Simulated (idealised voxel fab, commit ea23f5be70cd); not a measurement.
process module | voxel capacitor over wiring
cross-section cut | 260 nm wide | cells 5 nm
A cross-section is a grid of square cells, given in bands from the top down. A band is one or more rows of cells.
Each band's line starts with the height of the band's top and of its bottom, in nm. Then come its materials from left to right, each with its width in nm. One material with "throughout" fills the band from edge to edge. "air" is empty space.
Height 0 is the level under which the wafer as received is all one material. The lowest band goes on downwards, as in "0 down".
A width such as "30 to 40" changes by the same amount from each row of cells to the next, from the band's top row to its bottom row.
"no change" after a step means that no cell of the cross-section changed.
closed voids: empty space of 8 cells or more with no open way to the top, each as width x height at its distance from the left edge, in nm
after a step's settings: what the simulator itself notes on the step
overlay nm, on a step with a mask: how far to the right of its planned place the mask lay; to the left if negative
plan
1 op RECEIVE | material Si
2 op CONFORMAL_DEP | material SiO2 | thk nm 15
3 op CONFORMAL_DEP | material SiCN | thk nm 5
4 op DIRECTIONAL_DEP | material lowk | thk nm 25
5 op DIRECTIONAL_DEP | material aC | thk nm 10
6 op PATTERN | tone open | mask id METAL_1 | material resist | width nm 20 | pitch nm 80 | thk nm 30 | overlay nm 0
7 op DIRECTIONAL_ETCH | etch materials aC | depth nm 10
8 op STRIP | etch materials resist
9 op DIRECTIONAL_ETCH | etch materials lowk | depth nm 25
10 op DIRECTIONAL_ETCH | etch materials SiCN | depth nm 5
11 op STRIP | etch materials aC
12 op CONFORMAL_DEP | material TiN | thk nm 5
13 op FILL_DEP | material Ru | thk nm 5
14 op CMP | height nm 45
15 op EPI | material Ru | thk nm 5
16 op FILL_DEP | material SiCN | thk nm 5
17 op DIRECTIONAL_DEP | material SiO2 | thk nm 20
18 op MASKED_ETCH | tone open | mask id PLUG_1 | width nm 15 | etch materials SiO2 | depth nm 20 | overlay nm 0
19 op MASKED_ETCH | tone open | mask id PLUG_1 | width nm 15 | etch materials SiCN | depth nm 5 | overlay nm 0
20 op CONFORMAL_DEP | material TiN | thk nm 5
21 op FILL_DEP | material W | thk nm 10
22 op CMP | height nm 75
23 op DIRECTIONAL_DEP | material TiN | thk nm 5
24 op DIRECTIONAL_DEP | material Al2O3 | thk nm 5
25 op DIRECTIONAL_DEP | material TiN | thk nm 10
26 op PATTERN | tone cover | mask id UPPER_PLATE | material resist | width nm 65 | thk nm 15 | overlay nm 0
27 op DIRECTIONAL_ETCH | etch materials TiN | depth nm 10
28 op DIRECTIONAL_ETCH | etch materials Al2O3 | depth nm 5
29 op STRIP | etch materials resist
30 op PATTERN | tone cover | mask id LOWER_PLATE | material resist | width nm 75 | thk nm 15 | overlay nm 0
31 op DIRECTIONAL_ETCH | etch materials TiN | depth nm 5
32 op STRIP | etch materials resist
33 op FILL_DEP | material SiO2 | thk nm 20
34 op CMP | height nm 110
35 op PATTERN | tone open | mask id PLUG_2 | material resist | width nm 15 | thk nm 15 | overlay nm 0
36 op DIRECTIONAL_ETCH | etch materials SiO2 | depth nm 15
37 op STRIP | etch materials resist
38 op CONFORMAL_DEP | material TiN | thk nm 5
39 op FILL_DEP | material Ru | thk nm 10
40 op CMP | height nm 110
41 op CONFORMAL_DEP | material SiCN | thk nm 5
as received, after step 1
  0 down: Si throughout
  closed voids: none
first wafer at the end, as planned
  115 to 110: SiCN throughout
  110 to 100: SiO2 95 | TiN 5 | Ru 5 | TiN 5 | SiO2 150
  100 to 95: SiO2 95 | TiN 15 | SiO2 150
  95 to 85: SiO2 85 | TiN 65 | SiO2 110
  85 to 80: SiO2 85 | Al2O3 65 | SiO2 110
  80 to 75: SiO2 80 | TiN 75 | SiO2 105
  75 to 55: SiO2 85 | TiN 5 | W 5 | TiN 5 | SiO2 160
  55 to 50: SiCN 85 | TiN 15 | SiCN 160
  50 to 45: SiCN 75 | Ru 30 | SiCN 50 | Ru 30 | SiCN 75
  45 to 20: lowk 80 | TiN 5 | Ru 10 | TiN 5 | lowk 60 | TiN 5 | Ru 10 | TiN 5 | lowk 80
  20 to 15: SiCN 80 | TiN 20 | SiCN 60 | TiN 20 | SiCN 80
  15 to 0: SiO2 throughout
  0 down: Si throughout
  closed voids: none
second wafer at the end: like start, like plan, one mistake
  115 to 110: SiCN throughout
  110 to 100: SiO2 95 | TiN 5 | Ru 5 | TiN 5 | SiO2 150
  100 to 95: SiO2 95 | TiN 15 | SiO2 150
  95 to 85: SiO2 85 | TiN 65 | SiO2 110
  85 to 80: SiO2 85 | Al2O3 65 | SiO2 110
  80 to 75: SiO2 80 | TiN 75 | SiO2 105
  75 to 70: W 70 | TiN 20 | W 5 | TiN 15 | W 40 | TiN 40 | W 70
  70 to 65: TiN 75 | SiO2 10 | TiN 5 | W 5 | TiN 5 | SiO2 5 | TiN 50 | SiO2 30 | TiN 75
  65 to 55: SiO2 85 | TiN 5 | W 5 | TiN 5 | SiO2 160
  55 to 50: SiO2 85 | TiN 15 | SiO2 160
  50 to 45: SiO2 75 | Ru 30 | SiO2 50 | Ru 30 | SiO2 75
  45 to 20: lowk 80 | TiN 5 | Ru 10 | TiN 5 | lowk 60 | TiN 5 | Ru 10 | TiN 5 | lowk 80
  20 to 15: SiCN 80 | TiN 20 | SiCN 60 | TiN 20 | SiCN 80
  15 to 0: SiO2 throughout
  0 down: Si throughout
  closed voids: none
what went wrong: step 16 was left out
at the end the second wafer has, in cells: 89 fewer of SiCN | 53 more of TiN | 36 more of W
